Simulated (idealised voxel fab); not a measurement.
The following is a process module called voxel released beams.
It is cross-section cut that appears here, measuring 290 nm in width, its square cells being 5 nm in size.
How to read a cross-section here: the picture is a grid of square cells, written as bands going from the top down, and any band can span one or more rows of cells. Read a band's entry like this: the first values are the height of its top and the height of its bottom in nm, and what follows is the sequence of materials from left to right, each with its width in nm. Note that "air" is empty space, and that a single material marked "all across" reaches across the band from edge to edge. Heads up on the height convention: 0 is the point under which the incoming wafer is all one material, and the lowest band has no bottom, it just keeps going down, like "0..down". Width "30..40": first value at the band's top row of cells, second value at its bottom row, equal change from row to row. You'll sometimes find "no alteration" written for a step, and that's the way of saying that nowhere in the cross-section did a cell change during that step. "Closed empty spaces" means: voids of 8 cells or more that are shut off from the top with no open way through. Written width x height at distance, distance from the left edge, in nm. after a step's settings: what the simulator itself notes on the step. On any step carrying a mask, the "overlay nm" setting, if present on the step's line, tells how far right of its planned place the mask lay; negative values point to the left.

### Intended process steps
- 1: op RECEIVE | material Si
- 2: op CONFORMAL_DEP | material SiN | thk nm 5
- 3: op DIRECTIONAL_DEP | material SiO2 | thk nm 10
- 4: op DIRECTIONAL_DEP | material aC | thk nm 10
- 5: op PATTERN | tone open | mask id ANCHOR | material resist | width nm 40 | thk nm 25 | overlay nm 0
- 6: op DIRECTIONAL_ETCH | etch materials aC | depth nm 10
- 7: op STRIP | etch materials resist
- 8: op DIRECTIONAL_ETCH | etch materials SiO2 | depth nm 10
- 9: op STRIP | etch materials aC
- 10: op CONFORMAL_DEP | material W | thk nm 15
- 11: op MASKED_ETCH | tone cover | mask id BEAM | width nm 120 | etch materials W | depth nm 15 | overlay nm 0
- 12: op STRIP | etch materials SiO2

### This is the cross-section of the wafer as we received it, i.e. after step 1
    0..down = Si all across
    Closed empty spaces: none

### Final cross-section, module run with one mistake (start and plan as above)
    30..20 = air: 80, then W: 20, then air: 10, then W: 95, then air: 85
    20..15 = air: 80, then W: 125, then air: 85
    15..5 = air: 85, then W: 40, then air: 165
    5..0 = SiN all across
    0..down = Si all across
    Closed empty spaces: none
In executing the process, a mistake was made relative to the plan: step 11 changed vs plan, executed as op MASKED_ETCH | tone cover | mask id BEAM | width nm 125 | etch materials W | depth nm 15 | overlay nm 0
